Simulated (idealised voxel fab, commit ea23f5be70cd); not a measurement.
The process module that follows is named voxel capacitor over wiring.
The cross-section shown here is cut; it is 225 nm wide and divided into square cells measuring 5 nm on a side.
A cross-section is written here as square cells arranged in a grid, and it is given in bands from the top down, each band taking up one or more rows of cells. Band: top height; bottom height; in nm. Then, left to right: material with width in nm, for each material. "edge to edge": a single material spanning edge to edge. "air": empty space. For the purposes of this specification, 0 denotes the height below which the wafer in its as-received condition is composed wholly of one material, and the lowermost band, lacking a lower limit, extends downward without end, as expressed in "0 -> down". The two numbers in a width such as "30 to 40" mark its ends across the band: the first belongs to the top row of cells, the second to the bottom row, and from each row to the next the width moves by the same amount. "stayed the same" after a step means that no cell of the cross-section changed. So "Enclosed void entries" is basically the list of trapped voids: any empty space of 8 cells or more that can't reach the top through an opening. They're written width x height at distance, the distance being from the left edge, and it's all nm. Past the settings on a step's line: simulator remark, on that step. "overlay nm", when on a step's line for a step with a mask, measures how far to the right of its planned place the mask lay; a negative measure means to the left.
These are the steps we planned for the process:
- 1: RECEIVE (material Si)
- 2: CONFORMAL_DEP (material SiO2; thk nm 10)
- 3: CONFORMAL_DEP (material SiN; thk nm 5)
- 4: DIRECTIONAL_DEP (material SiO2; thk nm 20)
- 5: DIRECTIONAL_DEP (material aC; thk nm 15)
- 6: PATTERN (tone open; mask id METAL_1; material resist; width nm 25; pitch nm 85; thk nm 35; overlay nm 0)
- 7: DIRECTIONAL_ETCH (etch materials aC; depth nm 15)
- 8: STRIP (etch materials resist)
- 9: DIRECTIONAL_ETCH (etch materials SiO2; depth nm 20)
- 10: DIRECTIONAL_ETCH (etch materials SiN; depth nm 5)
- 11: STRIP (etch materials aC)
- 12: CONFORMAL_DEP (material TiN; thk nm 5)
- 13: FILL_DEP (material Cu; thk nm 10)
- 14: CMP (height nm 35)
- 15: CONFORMAL_DEP (material SiCN; thk nm 5)
- 16: DIRECTIONAL_DEP (material lowk; thk nm 20)
- 17: MASKED_ETCH (tone open; mask id PLUG_1; width nm 15; etch materials lowk; depth nm 20; overlay nm 0)
- 18: MASKED_ETCH (tone open; mask id PLUG_1; width nm 15; etch materials SiCN; depth nm 5; overlay nm 0)
- 19: CONFORMAL_DEP (material TiN; thk nm 5)
- 20: FILL_DEP (material W; thk nm 5)
- 21: CMP (height nm 60)
- 22: DIRECTIONAL_DEP (material TiN; thk nm 10)
- 23: DIRECTIONAL_DEP (material SiN; thk nm 5)
- 24: DIRECTIONAL_DEP (material TiN; thk nm 10)
- 25: PATTERN (tone cover; mask id UPPER_PLATE; material resist; width nm 65; thk nm 20; overlay nm 0)
- 26: DIRECTIONAL_ETCH (etch materials TiN; depth nm 10)
- 27: DIRECTIONAL_ETCH (etch materials SiN; depth nm 5)
- 28: STRIP (etch materials resist)
- 29: MASKED_ETCH (tone cover; mask id LOWER_PLATE; width nm 75; etch materials TiN; depth nm 10; overlay nm 0)
- 30: FILL_DEP (material SiO2; thk nm 15)
- 31: CMP (height nm 95)
- 32: DIRECTIONAL_DEP (material aC; thk nm 10)
- 33: PATTERN (tone open; mask id PLUG_2; material resist; width nm 15; thk nm 25; overlay nm 0)
- 34: DIRECTIONAL_ETCH (etch materials aC; depth nm 10)
- 35: STRIP (etch materials resist)
- 36: DIRECTIONAL_ETCH (etch materials SiO2; depth nm 10)
- 37: STRIP (etch materials aC)
- 38: CONFORMAL_DEP (material TiN; thk nm 5)
- 39: FILL_DEP (material Cu; thk nm 10)
- 40: CMP (height nm 95)
- 41: CONFORMAL_DEP (material SiCN; thk nm 5)
First out of two wafers; run went to plan:
Incoming wafer, cross-sectional view, post step 1:
	0 -> down = Si edge to edge
	Enclosed void entries: none
After step 2: wafer cross-section:
	10 -> 0 = SiO2 edge to edge
	Heights below 0 show no change.
After step 3: wafer cross-section:
	15 -> 10 = SiN edge to edge
	Heights below 10 show no change.
After step 4: wafer cross-section:
	35 -> 15 = SiO2 edge to edge
	Heights below 15 show no change.
After step 5: wafer cross-section:
	50 -> 35 = aC edge to edge
	Heights below 35 show no change.
After step 6: wafer cross-section:
	85 -> 50 = resist=55 / air=25 / resist=60 / air=25 / resist=60
	Heights below 50 show no change.
After step 7: wafer cross-section:
	70 -> 50 = resist=55 / air=25 / resist=60 / air=25 / resist=60
	50 -> 35 = aC=55 / air=25 / aC=60 / air=25 / aC=60
	Heights below 35 show no change.
After step 8: wafer cross-section:
	50 -> 35 = aC=55 / air=25 / aC=60 / air=25 / aC=60
	Heights below 35 show no change.
After step 9: wafer cross-section:
	50 -> 35 = aC=55 / air=25 / aC=60 / air=25 / aC=60
	35 -> 15 = SiO2=55 / air=25 / SiO2=60 / air=25 / SiO2=60
	Heights below 15 show no change.
After step 10: wafer cross-section:
	50 -> 35 = aC=55 / air=25 / aC=60 / air=25 / aC=60
	35 -> 15 = SiO2=55 / air=25 / SiO2=60 / air=25 / SiO2=60
	15 -> 10 = SiN=55 / air=25 / SiN=60 / air=25 / SiN=60
	Heights below 10 show no change.
After step 11: wafer cross-section:
	35 -> 15 = SiO2=55 / air=25 / SiO2=60 / air=25 / SiO2=60
	Heights below 15 show no change.
After step 12: wafer cross-section:
	40 -> 35 = TiN=60 / air=15 / TiN=70 / air=15 / TiN=65
	35 -> 15 = SiO2=55 / TiN=5 / air=15 / TiN=5 / SiO2=60 / TiN=5 / air=15 / TiN=5 / SiO2=60
	15 -> 10 = SiN=55 / TiN=25 / SiN=60 / TiN=25 / SiN=60
	Heights below 10 show no change.
After step 13: wafer cross-section:
	50 -> 40 = Cu edge to edge
	40 -> 35 = TiN=60 / Cu=15 / TiN=70 / Cu=15 / TiN=65
	35 -> 15 = SiO2=55 / TiN=5 / Cu=15 / TiN=5 / SiO2=60 / TiN=5 / Cu=15 / TiN=5 / SiO2=60
	Heights below 15 show no change.
After step 14: wafer cross-section:
	35 -> 15 = SiO2=55 / TiN=5 / Cu=15 / TiN=5 / SiO2=60 / TiN=5 / Cu=15 / TiN=5 / SiO2=60
	Heights below 15 show no change.
After step 15: wafer cross-section:
	40 -> 35 = SiCN edge to edge
	Heights below 35 show no change.
After step 16: wafer cross-section:
	60 -> 40 = lowk edge to edge
	Heights below 40 show no change.
After step 17: wafer cross-section:
	60 -> 40 = lowk=65 / air=15 / lowk=145
	Heights below 40 show no change.
After step 18: wafer cross-section:
	60 -> 40 = lowk=65 / air=15 / lowk=145
	40 -> 35 = SiCN=65 / air=15 / SiCN=145
	Heights below 35 show no change.
After step 19: wafer cross-section:
	65 -> 60 = TiN=70 / air=5 / TiN=150
	60 -> 40 = lowk=65 / TiN=5 / air=5 / TiN=5 / lowk=145
	40 -> 35 = SiCN=65 / TiN=15 / SiCN=145
	Heights below 35 show no change.
After step 20: wafer cross-section:
	70 -> 65 = W edge to edge
	65 -> 60 = TiN=70 / W=5 / TiN=150
	60 -> 40 = lowk=65 / TiN=5 / W=5 / TiN=5 / lowk=145
	Heights below 40 show no change.
After step 21: wafer cross-section:
	60 -> 40 = lowk=65 / TiN=5 / W=5 / TiN=5 / lowk=145
	Heights below 40 show no change.
After step 22: wafer cross-section:
	70 -> 60 = TiN edge to edge
	Heights below 60 show no change.
After step 23: wafer cross-section:
	75 -> 70 = SiN edge to edge
	Heights below 70 show no change.
After step 24: wafer cross-section:
	85 -> 75 = TiN edge to edge
	Heights below 75 show no change.
After step 25: wafer cross-section:
	105 -> 85 = air=65 / resist=65 / air=95
	Heights below 85 show no change.
After step 26: wafer cross-section:
	105 -> 85 = air=65 / resist=65 / air=95
	85 -> 75 = air=65 / TiN=65 / air=95
	Heights below 75 show no change.
After step 27: wafer cross-section:
	105 -> 85 = air=65 / resist=65 / air=95
	85 -> 75 = air=65 / TiN=65 / air=95
	75 -> 70 = air=65 / SiN=65 / air=95
	Heights below 70 show no change.
After step 28: wafer cross-section:
	85 -> 75 = air=65 / TiN=65 / air=95
	Heights below 75 show no change.
After step 29: wafer cross-section:
	85 -> 75 = air=65 / TiN=65 / air=95
	75 -> 70 = air=65 / SiN=65 / air=95
	70 -> 60 = air=60 / TiN=75 / air=90
	Heights below 60 show no change.
After step 30: wafer cross-section:
	100 -> 85 = SiO2 edge to edge
	85 -> 75 = SiO2=65 / TiN=65 / SiO2=95
	75 -> 70 = SiO2=65 / SiN=65 / SiO2=95
	70 -> 60 = SiO2=60 / TiN=75 / SiO2=90
	Heights below 60 show no change.
After step 31: wafer cross-section:
	95 -> 85 = SiO2 edge to edge
	Heights below 85 show no change.
After step 32: wafer cross-section:
	105 -> 95 = aC edge to edge
	Heights below 95 show no change.
After step 33: wafer cross-section:
	130 -> 105 = resist=75 / air=15 / resist=135
	Heights below 105 show no change.
After step 34: wafer cross-section:
	120 -> 105 = resist=75 / air=15 / resist=135
	105 -> 95 = aC=75 / air=15 / aC=135
	Heights below 95 show no change.
After step 35: wafer cross-section:
	105 -> 95 = aC=75 / air=15 / aC=135
	Heights below 95 show no change.
After step 36: wafer cross-section:
	105 -> 95 = aC=75 / air=15 / aC=135
	95 -> 85 = SiO2=75 / air=15 / SiO2=135
	Heights below 85 show no change.
After step 37: wafer cross-section:
	95 -> 85 = SiO2=75 / air=15 / SiO2=135
	Heights below 85 show no change.
After step 38: wafer cross-section:
	100 -> 95 = TiN=80 / air=5 / TiN=140
	95 -> 90 = SiO2=75 / TiN=5 / air=5 / TiN=5 / SiO2=135
	90 -> 85 = SiO2=75 / TiN=15 / SiO2=135
	Heights below 85 show no change.
After step 39: wafer cross-section:
	110 -> 100 = Cu edge to edge
	100 -> 95 = TiN=80 / Cu=5 / TiN=140
	95 -> 90 = SiO2=75 / TiN=5 / Cu=5 / TiN=5 / SiO2=135
	Heights below 90 show no change.
After step 40: wafer cross-section:
	95 -> 90 = SiO2=75 / TiN=5 / Cu=5 / TiN=5 / SiO2=135
	Heights below 90 show no change.
After step 41: wafer cross-section:
	100 -> 95 = SiCN edge to edge
	Heights below 95 show no change.
For the second wafer, take the first wafer's start and plan, then add one mistake made in running it; everything through step 28, that step included, is shared with the first:
Second wafer profile in section, at the moment step 29 of the plan was meant to be complete:
	85 -> 75 = air=65 / TiN=65 / air=95
	75 -> 70 = air=65 / SiN=65 / air=95
	70 -> 60 = air=65 / TiN=75 / air=85
	Heights below 60 show no change.
Second wafer profile in section, at the moment step 30 of the plan was meant to be complete:
	100 -> 85 = SiO2 edge to edge
	85 -> 75 = SiO2=65 / TiN=65 / SiO2=95
	75 -> 70 = SiO2=65 / SiN=65 / SiO2=95
	70 -> 60 = SiO2=65 / TiN=75 / SiO2=85
	Heights below 60 show no change.
Second wafer profile in section, at the moment step 31 of the plan was meant to be complete:
	95 -> 85 = SiO2 edge to edge
	Heights below 85 show no change.
Second wafer profile in section, at the moment step 32 of the plan was meant to be complete:
	105 -> 95 = aC edge to edge
	Heights below 95 show no change.
Second wafer profile in section, at the moment step 33 of the plan was meant to be complete:
	130 -> 105 = resist=75 / air=15 / resist=135
	Heights below 105 show no change.
Second wafer profile in section, at the moment step 34 of the plan was meant to be complete:
	120 -> 105 = resist=75 / air=15 / resist=135
	105 -> 95 = aC=75 / air=15 / aC=135
	Heights below 95 show no change.
Second wafer profile in section, at the moment step 35 of the plan was meant to be complete:
	105 -> 95 = aC=75 / air=15 / aC=135
	Heights below 95 show no change.
Second wafer profile in section, at the moment step 36 of the plan was meant to be complete:
	105 -> 95 = aC=75 / air=15 / aC=135
	95 -> 85 = SiO2=75 / air=15 / SiO2=135
	Heights below 85 show no change.
Second wafer profile in section, at the moment step 37 of the plan was meant to be complete:
	95 -> 85 = SiO2=75 / air=15 / SiO2=135
	Heights below 85 show no change.
Second wafer profile in section, at the moment step 38 of the plan was meant to be complete:
	100 -> 95 = TiN=80 / air=5 / TiN=140
	95 -> 90 = SiO2=75 / TiN=5 / air=5 / TiN=5 / SiO2=135
	90 -> 85 = SiO2=75 / TiN=15 / SiO2=135
	Heights below 85 show no change.
Second wafer profile in section, at the moment step 39 of the plan was meant to be complete:
	110 -> 100 = Cu edge to edge
	100 -> 95 = TiN=80 / Cu=5 / TiN=140
	95 -> 90 = SiO2=75 / TiN=5 / Cu=5 / TiN=5 / SiO2=135
	Heights below 90 show no change.
Second wafer profile in section, at the moment step 40 of the plan was meant to be complete:
	95 -> 90 = SiO2=75 / TiN=5 / Cu=5 / TiN=5 / SiO2=135
	Heights below 90 show no change.
Second wafer profile in section, at the moment step 41 of the plan was meant to be complete:
	100 -> 95 = SiCN edge to edge
	Heights below 95 show no change.
What went wrong in running the wafer? step 29 was run on a setting that differed from the plan, and what really ran there is MASKED_ETCH (tone cover; mask id LOWER_PLATE; width nm 75; etch materials TiN; depth nm 10; overlay nm 5)
At the end, each material covers as many cells on the second wafer as it does on the first, though the cells it covers are elsewhere.
